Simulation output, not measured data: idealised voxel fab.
The document below concerns the process module designated voxel transistor to metal.
cross-section cut | 165 nm wide | cells 5 nm
Throughout this document, each cross-section is represented as a grid of square cells and is presented as a sequence of bands enumerated from the top downward, where a band comprises one or more rows of cells. Quick guide to a band line: top height, bottom height (nm) up front; then every material left to right with its width in nm. Only one material and it's marked "all across"? Then it fills the band edge to edge. And "blank" just means empty space. Heights are expressed relative to 0, this being the level below which the as-received wafer comprises one material exclusively. The lowest band is unbounded in the downward direction and is denoted as in "0 and below". The width entry "30->40" should be interpreted row by row: the top row of cells in the band takes the first number, the bottom row takes the second number, and the change between adjacent rows is uniform throughout. What does "everything unchanged" mean for a step? It means no cell of the cross-section changed in that step. Heads up: "Unvented voids" only lists the empty pockets with no open path to the top that are 8 cells or more, and it writes them as width x height at distance, distance from the left edge, in nm. Read whatever lies past the settings on a step's line as the simulator's own remark about the step. Steps that use a mask can have "overlay nm" on their line. It says how far the mask sat to the right of where it was meant to be. Negative means to the left. Pairs, read this way: before one process step on the one hand, after it on the other, the after cross-section ending at the lowest band that changed; the step between, settings included, beneath. Same starting wafer throughout, but possibly different runs of this module, so no pair continues from the pair above unless its entry headed "State on entry" says so.
# State on entry
* 30 down to 25 = 25 nm polySi  115 nm blank  25 nm polySi
* 25 down to 5 = polySi all across
* 5 down to 0 = 25 nm SiO2  115 nm polySi  25 nm SiO2
* 0 down to -5 = SiO2 all across
* -5 down to -20 = 30 nm SiO2  105 nm Si  30 nm SiO2
* -20 and below = Si all across
* Unvented voids: none
# Post-Step Appearance
* 35 down to 30 = 25 nm SiCN  115 nm blank  25 nm SiCN
* 30 down to 25 = 25 nm polySi  115 nm SiCN  25 nm polySi
* Lower than 25, everything is as it was.
* Unvented voids: none
What is the step between the two cross-sections above? DIRECTIONAL_DEP with material SiCN, thk nm 5
State on entry: Please consult the pair immediately above; the cross-section it shows after its step is the state before this step.
# Post-Step Appearance
* 50 down to 45 = 25 nm aC  115 nm blank  25 nm aC
* 45 down to 35 = aC all across
* 35 down to 30 = 25 nm SiCN  115 nm aC  25 nm SiCN
* Lower than 30, everything is as it was.
* Unvented voids: none
What is the step between the two cross-sections above? DIRECTIONAL_DEP with material aC, thk nm 15
State on entry: Please consult the pair immediately above; the cross-section it shows after its step is the state before this step.
# Post-Step Appearance
* 80 down to 50 = 75 nm blank  15 nm resist  75 nm blank
* 50 down to 45 = 25 nm aC  50 nm blank  15 nm resist  50 nm blank  25 nm aC
* Lower than 45, everything is as it was.
* Unvented voids: none
What is the step between the two cross-sections above? PATTERN with tone cover, mask id GATE, material resist, width nm 15, thk nm 30, overlay nm 0
State on entry: Please consult the pair immediately above; the cross-section it shows after its step is the state before this step.
# Post-Step Appearance
* 65 down to 45 = 75 nm blank  15 nm resist  75 nm blank
* 45 down to 35 = 75 nm blank  15 nm aC  75 nm blank
* 35 down to 30 = 25 nm SiCN  50 nm blank  15 nm aC  50 nm blank  25 nm SiCN
* Lower than 30, everything is as it was.
* Unvented voids: none
What is the step between the two cross-sections above? DIRECTIONAL_ETCH with etch materials aC, depth nm 15
State on entry: Please consult the pair immediately above; the cross-section it shows after its step is the state before this step.
# Post-Step Appearance
* 45 down to 35 = 75 nm blank  15 nm aC  75 nm blank
* Lower than 35, everything is as it was.
* Unvented voids: none
What is the step between the two cross-sections above? STRIP with etch materials resist
State on entry: Please consult the pair immediately above; the cross-section it shows after its step is the state before this step.
# Post-Step Appearance
* 45 down to 30 = 75 nm blank  15 nm aC  75 nm blank
* 30 down to 25 = 25 nm polySi  50 nm blank  15 nm SiCN  50 nm blank  25 nm polySi
* Lower than 25, everything is as it was.
* Unvented voids: none
What is the step between the two cross-sections above? DIRECTIONAL_ETCH with etch materials SiCN, depth nm 20
State on entry: Please consult the pair immediately above; the cross-section it shows after its step is the state before this step.
# Post-Step Appearance
* 45 down to 30 = 75 nm blank  15 nm aC  75 nm blank
* 30 down to 25 = 75 nm blank  15 nm SiCN  75 nm blank
* 25 down to 5 = 75 nm blank  15 nm polySi  75 nm blank
* 5 down to 0 = 25 nm SiO2  50 nm blank  15 nm polySi  50 nm blank  25 nm SiO2
* Lower than 0, everything is as it was.
* Unvented voids: none
What is the step between the two cross-sections above? DIRECTIONAL_ETCH with etch materials polySi, depth nm 35
State on entry: Please consult the pair immediately above; the cross-section it shows after its step is the state before this step.
# Post-Step Appearance
* 30 down to 25 = 75 nm blank  15 nm SiCN  75 nm blank
* Lower than 25, everything is as it was.
* Unvented voids: none
What is the step between the two cross-sections above? STRIP with etch materials aC
State on entry: Please consult the pair immediately above; the cross-section it shows after its step is the state before this step.
# Post-Step Appearance
* 35 down to 30 = 70 nm blank  25 nm SiO2  70 nm blank
* 30 down to 25 = 70 nm blank  5 nm SiO2  15 nm SiCN  5 nm SiO2  70 nm blank
* 25 down to 10 = 70 nm blank  5 nm SiO2  15 nm polySi  5 nm SiO2  70 nm blank
* 10 down to 5 = 30 nm SiO2  40 nm blank  5 nm SiO2  15 nm polySi  5 nm SiO2  40 nm blank  30 nm SiO2
* 5 down to 0 = 75 nm SiO2  15 nm polySi  75 nm SiO2
* Lower than 0, everything is as it was.
* Unvented voids: none
What is the step between the two cross-sections above? CONFORMAL_DEP with material SiO2, thk nm 5
State on entry: Please consult the pair immediately above; the cross-section it shows after its step is the state before this step.
# Post-Step Appearance
* 30 down to 25 = 70 nm blank  5 nm SiO2  15 nm SiCN  5 nm SiO2  70 nm blank
* 25 down to 5 = 70 nm blank  5 nm SiO2  15 nm polySi  5 nm SiO2  70 nm blank
* 5 down to 0 = 30 nm SiO2  40 nm blank  5 nm SiO2  15 nm polySi  5 nm SiO2  40 nm blank  30 nm SiO2
* Lower than 0, everything is as it was.
* Unvented voids: none
What is the step between the two cross-sections above? DIRECTIONAL_ETCH with etch materials SiO2, depth nm 5
State on entry: Please consult the pair immediately above; the cross-section it shows after its step is the state before this step.
# Post-Step Appearance
* 35 down to 30 = 65 nm blank  35 nm SiN  65 nm blank
* 30 down to 25 = 65 nm blank  5 nm SiN  5 nm SiO2  15 nm SiCN  5 nm SiO2  5 nm SiN  65 nm blank
* 25 down to 10 = 65 nm blank  5 nm SiN  5 nm SiO2  15 nm polySi  5 nm SiO2  5 nm SiN  65 nm blank
* 10 down to 5 = 35 nm SiN  30 nm blank  5 nm SiN  5 nm SiO2  15 nm polySi  5 nm SiO2  5 nm SiN  30 nm blank  35 nm SiN
* 5 down to 0 = 30 nm SiO2  40 nm SiN  5 nm SiO2  15 nm polySi  5 nm SiO2  40 nm SiN  30 nm SiO2
* Lower than 0, everything is as it was.
* Unvented voids: none
What is the step between the two cross-sections above? CONFORMAL_DEP with material SiN, thk nm 5
State on entry: Please consult the pair immediately above; the cross-section it shows after its step is the state before this step.
# Post-Step Appearance
* 30 down to 25 = 65 nm blank  5 nm SiN  5 nm SiO2  15 nm SiCN  5 nm SiO2  5 nm SiN  65 nm blank
* 25 down to 5 = 65 nm blank  5 nm SiN  5 nm SiO2  15 nm polySi  5 nm SiO2  5 nm SiN  65 nm blank
* 5 down to 0 = 30 nm SiO2  5 nm SiN  30 nm blank  5 nm SiN  5 nm SiO2  15 nm polySi  5 nm SiO2  5 nm SiN  30 nm blank  5 nm SiN  30 nm SiO2
* Lower than 0, everything is as it was.
* Unvented voids: none
What is the step between the two cross-sections above? DIRECTIONAL_ETCH with etch materials SiN, depth nm 5
State on entry: Please consult the pair immediately above; the cross-section it shows after its step is the state before this step.
# Post-Step Appearance
* 30 down to 25 = 65 nm blank  5 nm SiN  5 nm blank  15 nm SiCN  5 nm blank  5 nm SiN  65 nm blank
* 25 down to 5 = 65 nm blank  5 nm SiN  5 nm SiO2  15 nm polySi  5 nm SiO2  5 nm SiN  65 nm blank
* 5 down to 0 = 30 nm blank  5 nm SiN  30 nm blank  5 nm SiN  5 nm SiO2  15 nm polySi  5 nm SiO2  5 nm SiN  30 nm blank  5 nm SiN  30 nm blank
* 0 down to -5 = 35 nm SiO2  30 nm blank  35 nm SiO2  30 nm blank  35 nm SiO2
* Lower than -5, everything is as it was.
* Unvented voids: none
What is the step between the two cross-sections above? DIRECTIONAL_ETCH with etch materials SiO2, depth nm 5
State on entry: Please consult the pair immediately above; the cross-section it shows after its step is the state before this step.
# Post-Step Appearance
* 30 down to 25 = 65 nm blank  5 nm SiN  5 nm blank  15 nm SiCN  5 nm blank  5 nm SiN  65 nm blank
* 25 down to 5 = 65 nm blank  5 nm SiN  5 nm SiO2  15 nm polySi  5 nm SiO2  5 nm SiN  65 nm blank
* 5 down to 0 = 30 nm blank  5 nm SiN  30 nm blank  5 nm SiN  5 nm SiO2  15 nm polySi  5 nm SiO2  5 nm SiN  30 nm blank  5 nm SiN  30 nm blank
* 0 down to -5 = 35 nm SiO2  30 nm SiGe  35 nm SiO2  30 nm SiGe  35 nm SiO2
* Lower than -5, everything is as it was.
* Unvented voids: none
What is the step between the two cross-sections above? EPI with material SiGe, thk nm 5
State on entry: Please consult the pair immediately above; the cross-section it shows after its step is the state before this step.
# Post-Step Appearance
* 40 down to 30 = SiO2 all across
* 30 down to 25 = 65 nm SiO2  5 nm SiN  5 nm SiO2  15 nm SiCN  5 nm SiO2  5 nm SiN  65 nm SiO2
* 25 down to 5 = 65 nm SiO2  5 nm SiN  5 nm SiO2  15 nm polySi  5 nm SiO2  5 nm SiN  65 nm SiO2
* 5 down to 0 = 30 nm SiO2  5 nm SiN  30 nm SiO2  5 nm SiN  5 nm SiO2  15 nm polySi  5 nm SiO2  5 nm SiN  30 nm SiO2  5 nm SiN  30 nm SiO2
* Lower than 0, everything is as it was.
* Unvented voids: none
What is the step between the two cross-sections above? FILL_DEP with material SiO2, thk nm 10
State on entry: Please consult the pair immediately above; the cross-section it shows after its step is the state before this step.
# Post-Step Appearance
* 35 down to 30 = SiO2 all across
* Lower than 30, everything is as it was.
* Unvented voids: none
What is the step between the two cross-sections above? CMP with height nm 35
State on entry: Please consult the pair immediately above; the cross-section it shows after its step is the state before this step.
# Post-Step Appearance
* 45 down to 30 = SiO2 all across
* Lower than 30, everything is as it was.
* Unvented voids: none
What is the step between the two cross-sections above? DIRECTIONAL_DEP with material SiO2, thk nm 10
State on entry: Please consult the pair immediately above; the cross-section it shows after its step is the state before this step.
# Post-Step Appearance
* 65 down to 45 = 40 nm resist  20 nm blank  45 nm resist  20 nm blank  40 nm resist
* Lower than 45, everything is as it was.
* Unvented voids: none
What is the step between the two cross-sections above? PATTERN with tone open, mask id CONTACT, material resist, width nm 20, pitch nm 65, thk nm 20, overlay nm 0
State on entry: Please consult the pair immediately above; the cross-section it shows after its step is the state before this step.
# Post-Step Appearance
* 65 down to 45 = 40 nm resist  20 nm blank  45 nm resist  20 nm blank  40 nm resist
* 45 down to 30 = 40 nm SiO2  20 nm blank  45 nm SiO2  20 nm blank  40 nm SiO2
* 30 down to 25 = 40 nm SiO2  20 nm blank  5 nm SiO2  5 nm SiN  5 nm SiO2  15 nm SiCN  5 nm SiO2  5 nm SiN  5 nm SiO2  20 nm blank  40 nm SiO2
* 25 down to 5 = 40 nm SiO2  20 nm blank  5 nm SiO2  5 nm SiN  5 nm SiO2  15 nm polySi  5 nm SiO2  5 nm SiN  5 nm SiO2  20 nm blank  40 nm SiO2
* 5 down to 0 = 30 nm SiO2  5 nm SiN  5 nm SiO2  20 nm blank  5 nm SiO2  5 nm SiN  5 nm SiO2  15 nm polySi  5 nm SiO2  5 nm SiN  5 nm SiO2  20 nm blank  5 nm SiO2  5 nm SiN  30 nm SiO2
* Lower than 0, everything is as it was.
* Unvented voids: none
What is the step between the two cross-sections above? DIRECTIONAL_ETCH with etch materials SiO2, depth nm 45
State on entry: Please consult the pair immediately above; the cross-section it shows after its step is the state before this step.
# Post-Step Appearance
* 45 down to 30 = 40 nm SiO2  20 nm blank  45 nm SiO2  20 nm blank  40 nm SiO2
* Lower than 30, everything is as it was.
* Unvented voids: none
What is the step between the two cross-sections above? STRIP with etch materials resist
State on entry: Please consult the pair immediately above; the cross-section it shows after its step is the state before this step.
# Post-Step Appearance
* 50 down to 45 = 45 nm TiN  10 nm blank  55 nm TiN  10 nm blank  45 nm TiN
* 45 down to 30 = 40 nm SiO2  5 nm TiN  10 nm blank  5 nm TiN  45 nm SiO2  5 nm TiN  10 nm blank  5 nm TiN  40 nm SiO2
* 30 down to 25 = 40 nm SiO2  5 nm TiN  10 nm blank  5 nm TiN  5 nm SiO2  5 nm SiN  5 nm SiO2  15 nm SiCN  5 nm SiO2  5 nm SiN  5 nm SiO2  5 nm TiN  10 nm blank  5 nm TiN  40 nm SiO2
* 25 down to 5 = 40 nm SiO2  5 nm TiN  10 nm blank  5 nm TiN  5 nm SiO2  5 nm SiN  5 nm SiO2  15 nm polySi  5 nm SiO2  5 nm SiN  5 nm SiO2  5 nm TiN  10 nm blank  5 nm TiN  40 nm SiO2
* 5 down to 0 = 30 nm SiO2  5 nm SiN  5 nm SiO2  20 nm TiN  5 nm SiO2  5 nm SiN  5 nm SiO2  15 nm polySi  5 nm SiO2  5 nm SiN  5 nm SiO2  20 nm TiN  5 nm SiO2  5 nm SiN  30 nm SiO2
* Lower than 0, everything is as it was.
* Unvented voids: none
What is the step between the two cross-sections above? CONFORMAL_DEP with material TiN, thk nm 5
State on entry: Please consult the pair immediately above; the cross-section it shows after its step is the state before this step.
# Post-Step Appearance
* 55 down to 50 = Ru all across
* 50 down to 45 = 45 nm TiN  10 nm Ru  55 nm TiN  10 nm Ru  45 nm TiN
* 45 down to 30 = 40 nm SiO2  5 nm TiN  10 nm Ru  5 nm TiN  45 nm SiO2  5 nm TiN  10 nm Ru  5 nm TiN  40 nm SiO2
* 30 down to 25 = 40 nm SiO2  5 nm TiN  10 nm Ru  5 nm TiN  5 nm SiO2  5 nm SiN  5 nm SiO2  15 nm SiCN  5 nm SiO2  5 nm SiN  5 nm SiO2  5 nm TiN  10 nm Ru  5 nm TiN  40 nm SiO2
* 25 down to 5 = 40 nm SiO2  5 nm TiN  10 nm Ru  5 nm TiN  5 nm SiO2  5 nm SiN  5 nm SiO2  15 nm polySi  5 nm SiO2  5 nm SiN  5 nm SiO2  5 nm TiN  10 nm Ru  5 nm TiN  40 nm SiO2
* Lower than 5, everything is as it was.
* Unvented voids: none
What is the step between the two cross-sections above? FILL_DEP with material Ru, thk nm 5
State on entry: Please consult the pair immediately above; the cross-section it shows after its step is the state before this step.
# Post-Step Appearance
* 45 down to 30 = 40 nm SiO2  5 nm TiN  10 nm Ru  5 nm TiN  45 nm SiO2  5 nm TiN  10 nm Ru  5 nm TiN  40 nm SiO2
* Lower than 30, everything is as it was.
* Unvented voids: none
What is the step between the two cross-sections above? CMP with height nm 45
State on entry: Please consult the pair immediately above; the cross-section it shows after its step is the state before this step.
# Post-Step Appearance
* 50 down to 45 = TiN all across
* Lower than 45, everything is as it was.
* Unvented voids: none
What is the step between the two cross-sections above? DIRECTIONAL_DEP with material TiN, thk nm 5
State on entry: Please consult the pair immediately above; the cross-section it shows after its step is the state before this step.
# Post-Step Appearance
* 70 down to 50 = W all across
* Lower than 50, everything is as it was.
* Unvented voids: none
What is the step between the two cross-sections above? DIRECTIONAL_DEP with material W, thk nm 20
State on entry: Please consult the pair immediately above; the cross-section it shows after its step is the state before this step.
# Post-Step Appearance
* 70 down to 50 = 40 nm blank  20 nm W  45 nm blank  20 nm W  40 nm blank
* Lower than 50, everything is as it was.
* Unvented voids: none
What is the step between the two cross-sections above? MASKED_ETCH with tone cover, mask id METAL_1, width nm 20, pitch nm 65, etch materials W, depth nm 20, overlay nm 0
State on entry: Please consult the pair immediately above; the cross-section it shows after its step is the state before this step.
# Post-Step Appearance
* 70 down to 50 = 40 nm blank  20 nm W  45 nm blank  20 nm W  40 nm blank
* 50 down to 45 = 40 nm blank  20 nm TiN  45 nm blank  20 nm TiN  40 nm blank
* Lower than 45, everything is as it was.
* Unvented voids: none
What is the step between the two cross-sections above? MASKED_ETCH with tone cover, mask id METAL_1, width nm 20, pitch nm 65, etch materials TiN, depth nm 5, overlay nm 0
State on entry: Please consult the pair immediately above; the cross-section it shows after its step is the state before this step.
# Post-Step Appearance
* 75 down to 70 = 35 nm blank  30 nm SiCN  35 nm blank  30 nm SiCN  35 nm blank
* 70 down to 50 = 35 nm blank  5 nm SiCN  20 nm W  5 nm SiCN  35 nm blank  5 nm SiCN  20 nm W  5 nm SiCN  35 nm blank
* 50 down to 45 = 40 nm SiCN  20 nm TiN  45 nm SiCN  20 nm TiN  40 nm SiCN
* Lower than 45, everything is as it was.
* Unvented voids: none
What is the step between the two cross-sections above? CONFORMAL_DEP with material SiCN, thk nm 5
State on entry: Please consult the pair immediately above; the cross-section it shows after its step is the state before this step.
# Post-Step Appearance
* 85 down to 75 = lowk all across
* 75 down to 70 = 35 nm lowk  30 nm SiCN  35 nm lowk  30 nm SiCN  35 nm lowk
* 70 down to 50 = 35 nm lowk  5 nm SiCN  20 nm W  5 nm SiCN  35 nm lowk  5 nm SiCN  20 nm W  5 nm SiCN  35 nm lowk
* Lower than 50, everything is as it was.
* Unvented voids: none
What is the step between the two cross-sections above? FILL_DEP with material lowk, thk nm 10
State on entry: Please consult the pair immediately above; the cross-section it shows after its step is the state before this step.
# Post-Step Appearance
* 70 down to 50 = 35 nm lowk  5 nm SiCN  20 nm W  5 nm SiCN  35 nm lowk  5 nm SiCN  20 nm W  5 nm SiCN  35 nm lowk
* Lower than 50, everything is as it was.
* Unvented voids: none
What is the step between the two cross-sections above? CMP with height nm 70
State on entry: Please consult the pair immediately above; the cross-section it shows after its step is the state before this step.
# Post-Step Appearance
* 75 down to 70 = SiN all across
* Lower than 70, everything is as it was.
* Unvented voids: none
What is the step between the two cross-sections above? CONFORMAL_DEP with material SiN, thk nm 5
# State on entry
* 55 down to 50 = 25 nm aC  115 nm blank  25 nm aC
* 50 down to 40 = aC all across
* 40 down to 35 = 25 nm SiCN  115 nm aC  25 nm SiCN
* 35 down to 30 = SiCN all across
* 30 down to 25 = 25 nm polySi  115 nm SiCN  25 nm polySi
* 25 down to 5 = polySi all across
* 5 down to 0 = 25 nm SiO2  115 nm polySi  25 nm SiO2
* 0 down to -5 = SiO2 all across
* -5 down to -20 = 30 nm SiO2  105 nm Si  30 nm SiO2
* -20 and below = Si all across
* Unvented voids: none
# Post-Step Appearance
* 85 down to 55 = 70 nm blank  25 nm resist  70 nm blank
* 55 down to 50 = 25 nm aC  45 nm blank  25 nm resist  45 nm blank  25 nm aC
* Lower than 50, everything is as it was.
* Unvented voids: none
What is the step between the two cross-sections above? PATTERN with tone cover, mask id GATE, material resist, width nm 25, thk nm 30, overlay nm 0
State on entry: Please consult the pair immediately above; the cross-section it shows after its step is the state before this step.
# Post-Step Appearance
* 70 down to 50 = 70 nm blank  25 nm resist  70 nm blank
* 50 down to 40 = 70 nm blank  25 nm aC  70 nm blank
* 40 down to 35 = 25 nm SiCN  45 nm blank  25 nm aC  45 nm blank  25 nm SiCN
* Lower than 35, everything is as it was.
* Unvented voids: none
What is the step between the two cross-sections above? DIRECTIONAL_ETCH with etch materials aC, depth nm 15
State on entry: Please consult the pair immediately above; the cross-section it shows after its step is the state before this step.
# Post-Step Appearance
* 50 down to 40 = 70 nm blank  25 nm aC  70 nm blank
* Lower than 40, everything is as it was.
* Unvented voids: none
What is the step between the two cross-sections above? STRIP with etch materials resist
State on entry: Please consult the pair immediately above; the cross-section it shows after its step is the state before this step.
# Post-Step Appearance
* 50 down to 35 = 70 nm blank  25 nm aC  70 nm blank
* 35 down to 30 = 70 nm blank  25 nm SiCN  70 nm blank
* 30 down to 25 = 25 nm polySi  45 nm blank  25 nm SiCN  45 nm blank  25 nm polySi
* Lower than 25, everything is as it was.
* Unvented voids: none
What is the step between the two cross-sections above? DIRECTIONAL_ETCH with etch materials SiCN, depth nm 20
State on entry: Please consult the pair immediately above; the cross-section it shows after its step is the state before this step.
# Post-Step Appearance
* 50 down to 35 = 70 nm blank  25 nm aC  70 nm blank
* 35 down to 25 = 70 nm blank  25 nm SiCN  70 nm blank
* 25 down to 5 = 70 nm blank  25 nm polySi  70 nm blank
* 5 down to 0 = 25 nm SiO2  45 nm blank  25 nm polySi  45 nm blank  25 nm SiO2
* Lower than 0, everything is as it was.
* Unvented voids: none
What is the step between the two cross-sections above? DIRECTIONAL_ETCH with etch materials polySi, depth nm 35
State on entry: Please consult the pair immediately above; the cross-section it shows after its step is the state before this step.
# Post-Step Appearance
* 35 down to 25 = 70 nm blank  25 nm SiCN  70 nm blank
* Lower than 25, everything is as it was.
* Unvented voids: none
What is the step between the two cross-sections above? STRIP with etch materials aC
State on entry: Please consult the pair immediately above; the cross-section it shows after its step is the state before this step.
# Post-Step Appearance
* 40 down to 35 = 65 nm blank  35 nm SiO2  65 nm blank
* 35 down to 25 = 65 nm blank  5 nm SiO2  25 nm SiCN  5 nm SiO2  65 nm blank
* 25 down to 10 = 65 nm blank  5 nm SiO2  25 nm polySi  5 nm SiO2  65 nm blank
* 10 down to 5 = 30 nm SiO2  35 nm blank  5 nm SiO2  25 nm polySi  5 nm SiO2  35 nm blank  30 nm SiO2
* 5 down to 0 = 70 nm SiO2  25 nm polySi  70 nm SiO2
* Lower than 0, everything is as it was.
* Unvented voids: none
What is the step between the two cross-sections above? CONFORMAL_DEP with material SiO2, thk nm 5
State on entry: Please consult the pair immediately above; the cross-section it shows after its step is the state before this step.
# Post-Step Appearance
* 35 down to 25 = 65 nm blank  5 nm SiO2  25 nm SiCN  5 nm SiO2  65 nm blank
* 25 down to 5 = 65 nm blank  5 nm SiO2  25 nm polySi  5 nm SiO2  65 nm blank
* 5 down to 0 = 30 nm SiO2  35 nm blank  5 nm SiO2  25 nm polySi  5 nm SiO2  35 nm blank  30 nm SiO2
* Lower than 0, everything is as it was.
* Unvented voids: none
What is the step between the two cross-sections above? DIRECTIONAL_ETCH with etch materials SiO2, depth nm 5
State on entry: Please consult the pair immediately above; the cross-section it shows after its step is the state before this step.
# Post-Step Appearance
* 40 down to 35 = 60 nm blank  45 nm SiN  60 nm blank
* 35 down to 25 = 60 nm blank  5 nm SiN  5 nm SiO2  25 nm SiCN  5 nm SiO2  5 nm SiN  60 nm blank
* 25 down to 10 = 60 nm blank  5 nm SiN  5 nm SiO2  25 nm polySi  5 nm SiO2  5 nm SiN  60 nm blank
* 10 down to 5 = 35 nm SiN  25 nm blank  5 nm SiN  5 nm SiO2  25 nm polySi  5 nm SiO2  5 nm SiN  25 nm blank  35 nm SiN
* 5 down to 0 = 30 nm SiO2  35 nm SiN  5 nm SiO2  25 nm polySi  5 nm SiO2  35 nm SiN  30 nm SiO2
* Lower than 0, everything is as it was.
* Unvented voids: none
What is the step between the two cross-sections above? CONFORMAL_DEP with material SiN, thk nm 5
State on entry: Please consult the pair immediately above; the cross-section it shows after its step is the state before this step.
# Post-Step Appearance
* 35 down to 25 = 60 nm blank  5 nm SiN  5 nm SiO2  25 nm SiCN  5 nm SiO2  5 nm SiN  60 nm blank
* 25 down to 5 = 60 nm blank  5 nm SiN  5 nm SiO2  25 nm polySi  5 nm SiO2  5 nm SiN  60 nm blank
* 5 down to 0 = 30 nm SiO2  5 nm SiN  25 nm blank  5 nm SiN  5 nm SiO2  25 nm polySi  5 nm SiO2  5 nm SiN  25 nm blank  5 nm SiN  30 nm SiO2
* Lower than 0, everything is as it was.
* Unvented voids: none
What is the step between the two cross-sections above? DIRECTIONAL_ETCH with etch materials SiN, depth nm 5
State on entry: Please consult the pair immediately above; the cross-section it shows after its step is the state before this step.
# Post-Step Appearance
* 35 down to 30 = 60 nm blank  5 nm SiN  5 nm blank  25 nm SiCN  5 nm blank  5 nm SiN  60 nm blank
* 30 down to 25 = 60 nm blank  5 nm SiN  5 nm SiO2  25 nm SiCN  5 nm SiO2  5 nm SiN  60 nm blank
* 25 down to 5 = 60 nm blank  5 nm SiN  5 nm SiO2  25 nm polySi  5 nm SiO2  5 nm SiN  60 nm blank
* 5 down to 0 = 30 nm blank  5 nm SiN  25 nm blank  5 nm SiN  5 nm SiO2  25 nm polySi  5 nm SiO2  5 nm SiN  25 nm blank  5 nm SiN  30 nm blank
* 0 down to -5 = 35 nm SiO2  25 nm blank  45 nm SiO2  25 nm blank  35 nm SiO2
* Lower than -5, everything is as it was.
* Unvented voids: none
What is the step between the two cross-sections above? DIRECTIONAL_ETCH with etch materials SiO2, depth nm 5
State on entry: Please consult the pair immediately above; the cross-section it shows after its step is the state before this step.
# Post-Step Appearance
* 35 down to 30 = 60 nm blank  5 nm SiN  5 nm blank  25 nm SiCN  5 nm blank  5 nm SiN  60 nm blank
* 30 down to 25 = 60 nm blank  5 nm SiN  5 nm SiO2  25 nm SiCN  5 nm SiO2  5 nm SiN  60 nm blank
* 25 down to 5 = 60 nm blank  5 nm SiN  5 nm SiO2  25 nm polySi  5 nm SiO2  5 nm SiN  60 nm blank
* 5 down to 0 = 30 nm blank  5 nm SiN  25 nm blank  5 nm SiN  5 nm SiO2  25 nm polySi  5 nm SiO2  5 nm SiN  25 nm blank  5 nm SiN  30 nm blank
* 0 down to -5 = 35 nm SiO2  25 nm SiGe  45 nm SiO2  25 nm SiGe  35 nm SiO2
* Lower than -5, everything is as it was.
* Unvented voids: none
What is the step between the two cross-sections above? EPI with material SiGe, thk nm 5
State on entry: Please consult the pair immediately above; the cross-section it shows after its step is the state before this step.
# Post-Step Appearance
* 45 down to 35 = SiO2 all across
* 35 down to 25 = 60 nm SiO2  5 nm SiN  5 nm SiO2  25 nm SiCN  5 nm SiO2  5 nm SiN  60 nm SiO2
* 25 down to 5 = 60 nm SiO2  5 nm SiN  5 nm SiO2  25 nm polySi  5 nm SiO2  5 nm SiN  60 nm SiO2
* 5 down to 0 = 30 nm SiO2  5 nm SiN  25 nm SiO2  5 nm SiN  5 nm SiO2  25 nm polySi  5 nm SiO2  5 nm SiN  25 nm SiO2  5 nm SiN  30 nm SiO2
* Lower than 0, everything is as it was.
* Unvented voids: none
What is the step between the two cross-sections above? FILL_DEP with material SiO2, thk nm 10
State on entry: Please consult the pair immediately above; the cross-section it shows after its step is the state before this step.
# Post-Step Appearance
* 35 down to 25 = 60 nm SiO2  5 nm SiN  5 nm SiO2  25 nm SiCN  5 nm SiO2  5 nm SiN  60 nm SiO2
* Lower than 25, everything is as it was.
* Unvented voids: none
What is the step between the two cross-sections above? CMP with height nm 35
State on entry: Please consult the pair immediately above; the cross-section it shows after its step is the state before this step.
# Post-Step Appearance
* 45 down to 35 = SiO2 all across
* Lower than 35, everything is as it was.
* Unvented voids: none
What is the step between the two cross-sections above? DIRECTIONAL_DEP with material SiO2, thk nm 10
State on entry: Please consult the pair immediately above; the cross-section it shows after its step is the state before this step.
# Post-Step Appearance
* 65 down to 45 = 40 nm resist  20 nm blank  45 nm resist  20 nm blank  40 nm resist
* Lower than 45, everything is as it was.
* Unvented voids: none
What is the step between the two cross-sections above? PATTERN with tone open, mask id CONTACT, material resist, width nm 20, pitch nm 65, thk nm 20, overlay nm 0
State on entry: Please consult the pair immediately above; the cross-section it shows after its step is the state before this step.
# Post-Step Appearance
* 65 down to 45 = 40 nm resist  20 nm blank  45 nm resist  20 nm blank  40 nm resist
* 45 down to 35 = 40 nm SiO2  20 nm blank  45 nm SiO2  20 nm blank  40 nm SiO2
* 35 down to 25 = 40 nm SiO2  20 nm blank  5 nm SiN  5 nm SiO2  25 nm SiCN  5 nm SiO2  5 nm SiN  20 nm blank  40 nm SiO2
* 25 down to 5 = 40 nm SiO2  20 nm blank  5 nm SiN  5 nm SiO2  25 nm polySi  5 nm SiO2  5 nm SiN  20 nm blank  40 nm SiO2
* 5 down to 0 = 30 nm SiO2  5 nm SiN  5 nm SiO2  20 nm blank  5 nm SiN  5 nm SiO2  25 nm polySi  5 nm SiO2  5 nm SiN  20 nm blank  5 nm SiO2  5 nm SiN  30 nm SiO2
* Lower than 0, everything is as it was.
* Unvented voids: none
What is the step between the two cross-sections above? DIRECTIONAL_ETCH with etch materials SiO2, depth nm 45
State on entry: Please consult the pair immediately above; the cross-section it shows after its step is the state before this step.
# Post-Step Appearance
* 45 down to 35 = 40 nm SiO2  20 nm blank  45 nm SiO2  20 nm blank  40 nm SiO2
* Lower than 35, everything is as it was.
* Unvented voids: none
What is the step between the two cross-sections above? STRIP with etch materials resist
State on entry: Please consult the pair immediately above; the cross-section it shows after its step is the state before this step.
# Post-Step Appearance
* 50 down to 45 = 45 nm TiN  10 nm blank  55 nm TiN  10 nm blank  45 nm TiN
* 45 down to 35 = 40 nm SiO2  5 nm TiN  10 nm blank  5 nm TiN  45 nm SiO2  5 nm TiN  10 nm blank  5 nm TiN  40 nm SiO2
* 35 down to 25 = 40 nm SiO2  5 nm TiN  10 nm blank  5 nm TiN  5 nm SiN  5 nm SiO2  25 nm SiCN  5 nm SiO2  5 nm SiN  5 nm TiN  10 nm blank  5 nm TiN  40 nm SiO2
* 25 down to 5 = 40 nm SiO2  5 nm TiN  10 nm blank  5 nm TiN  5 nm SiN  5 nm SiO2  25 nm polySi  5 nm SiO2  5 nm SiN  5 nm TiN  10 nm blank  5 nm TiN  40 nm SiO2
* 5 down to 0 = 30 nm SiO2  5 nm SiN  5 nm SiO2  20 nm TiN  5 nm SiN  5 nm SiO2  25 nm polySi  5 nm SiO2  5 nm SiN  20 nm TiN  5 nm SiO2  5 nm SiN  30 nm SiO2
* Lower than 0, everything is as it was.
* Unvented voids: none
What is the step between the two cross-sections above? CONFORMAL_DEP with material TiN, thk nm 5
